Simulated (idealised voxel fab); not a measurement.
Process module heading - voxel transistor to metal
For reference, the cross-section in this document is cut, with width 270 nm and square cells of 5 nm.
Just so we're on the same page, the cross-sections are grids of square cells, and they're listed out in bands top to bottom, each band one or more rows deep.
Quick guide to a band line: top height, bottom height (nm) up front; then every material left to right with its width in nm. Only one material and it's marked "all across"? Then it fills the band edge to edge. And "empty" just means empty space.
We count height from 0. Below that, the starting wafer is all one material. The lowest band never ends at the bottom but goes on down; see "z 0 and below" for how that is written.
Top row gets the first number, bottom row gets the second, and each row in between changes by the same step: that is how a band width like "30..40" works.
Key: "no change" - step with no changed cell in the cross-section.
"Unvented internal voids": sealed empty spaces, 8 cells or more, no open way to top, listed width x height at distance, with distance from the left edge and width, height and distance in nm.
after a step's settings: what the simulator itself notes on the step
What "overlay nm" on a step's line means: if the step has a mask, that mask lay this far to the right of its planned place, or, when the value is negative, to the left.

# Here's what the planned process steps look like
step 1: RECEIVE: material Si
step 2: CONFORMAL_DEP: material SiO2, thk nm 5
step 3: CONFORMAL_DEP: material SiN, thk nm 15
step 4: DIRECTIONAL_DEP: material aC, thk nm 10
step 5: PATTERN: tone cover, mask id ACTIVE, material resist, width nm 105, pitch nm 135, thk nm 25, overlay nm 0
step 6: DIRECTIONAL_ETCH: etch materials aC, depth nm 10
step 7: STRIP: etch materials resist
step 8: DIRECTIONAL_ETCH: etch materials SiN, depth nm 15
step 9: DIRECTIONAL_ETCH: etch materials SiO2, depth nm 5
step 10: DIRECTIONAL_ETCH: etch materials Si, depth nm 20
step 11: STRIP: etch materials aC
step 12: FILL_DEP: material SiO2, thk nm 5
step 13: CMP: height nm 20
step 14: SELECTIVE_ETCH: etch materials SiO2, depth nm 10
step 15: STRIP: etch materials SiN
step 16: SELECTIVE_ETCH: etch materials SiO2, depth nm 5
step 17: OXIDIZE: depth nm 5
step 18: DIRECTIONAL_DEP: material polySi, thk nm 30
step 19: DIRECTIONAL_DEP: material SiCN, thk nm 10
step 20: MASKED_ETCH: tone cover, mask id GATE, width nm 15, pitch nm 135, etch materials SiCN, depth nm 20, overlay nm 0
step 21: MASKED_ETCH: tone cover, mask id GATE, width nm 15, pitch nm 135, etch materials polySi, depth nm 40, overlay nm -10
step 22: CONFORMAL_DEP: material SiN, thk nm 10
step 23: DIRECTIONAL_ETCH: etch materials SiN, depth nm 10
step 24: DIRECTIONAL_ETCH: etch materials SiO2, depth nm 5
step 25: DIRECTIONAL_ETCH: etch materials Si, depth nm 10
step 26: EPI: material nSi, thk nm 10
step 27: FILL_DEP: material SiO2, thk nm 10
step 28: CMP: height nm 40
step 29: DIRECTIONAL_DEP: material SiO2, thk nm 10
step 30: PATTERN: tone open, mask id CONTACT, material resist, width nm 30, thk nm 15, overlay nm 0
step 31: DIRECTIONAL_ETCH: etch materials SiO2, depth nm 55
step 32: STRIP: etch materials resist
step 33: CONFORMAL_DEP: material TiN, thk nm 5
step 34: FILL_DEP: material W, thk nm 5
step 35: CMP: height nm 50
step 36: CONFORMAL_DEP: material SiCN, thk nm 5
step 37: DIRECTIONAL_DEP: material lowk, thk nm 20
step 38: PATTERN: tone open, mask id METAL_1, material resist, width nm 15, thk nm 20, overlay nm 0
step 39: DIRECTIONAL_ETCH: etch materials lowk, depth nm 20
step 40: DIRECTIONAL_ETCH: etch materials SiCN, depth nm 5
step 41: STRIP: etch materials resist
step 42: CONFORMAL_DEP: material TiN, thk nm 5
step 43: FILL_DEP: material Cu, thk nm 5
step 44: CMP: height nm 75
step 45: EPI: material Ru, thk nm 5
step 46: FILL_DEP: material SiCN, thk nm 5
It is noted that the wafers described herein are identical at the outset and are distinguished by the overlay nm of step 21; the value stated in the plan corresponds to the first wafer.

# Received wafers, first of several: cross-section after step 1
	z 0 and below = Si all across
	Unvented internal voids: none

# Row per wafer, end-of-module: cell gain (+)/loss (-) by material since the wafer came in, then closed voids
overlay nm -10, +16 Cu, +20 Ru, -130 Si, +142 SiCN, +72 SiN, +278 SiO2, +140 TiN, +80 W, +168 lowk, +72 nSi, +60 polySi, Unvented internal voids: none
overlay nm -5, +16 Cu, +20 Ru, -134 Si, +142 SiCN, +72 SiN, +276 SiO2, +144 TiN, +90 W, +168 lowk, +76 nSi, +48 polySi, Unvented internal voids: none
overlay nm 0, +16 Cu, +20 Ru, -138 Si, +142 SiCN, +72 SiN, +274 SiO2, +148 TiN, +100 W, +168 lowk, +80 nSi, +36 polySi, Unvented internal voids: none
overlay nm 5, +16 Cu, +20 Ru, -134 Si, +142 SiCN, +72 SiN, +276 SiO2, +144 TiN, +90 W, +168 lowk, +76 nSi, +48 polySi, Unvented internal voids: none
overlay nm 10, +16 Cu, +20 Ru, -130 Si, +142 SiCN, +72 SiN, +278 SiO2, +140 TiN, +80 W, +168 lowk, +72 nSi, +60 polySi, Unvented internal voids: none
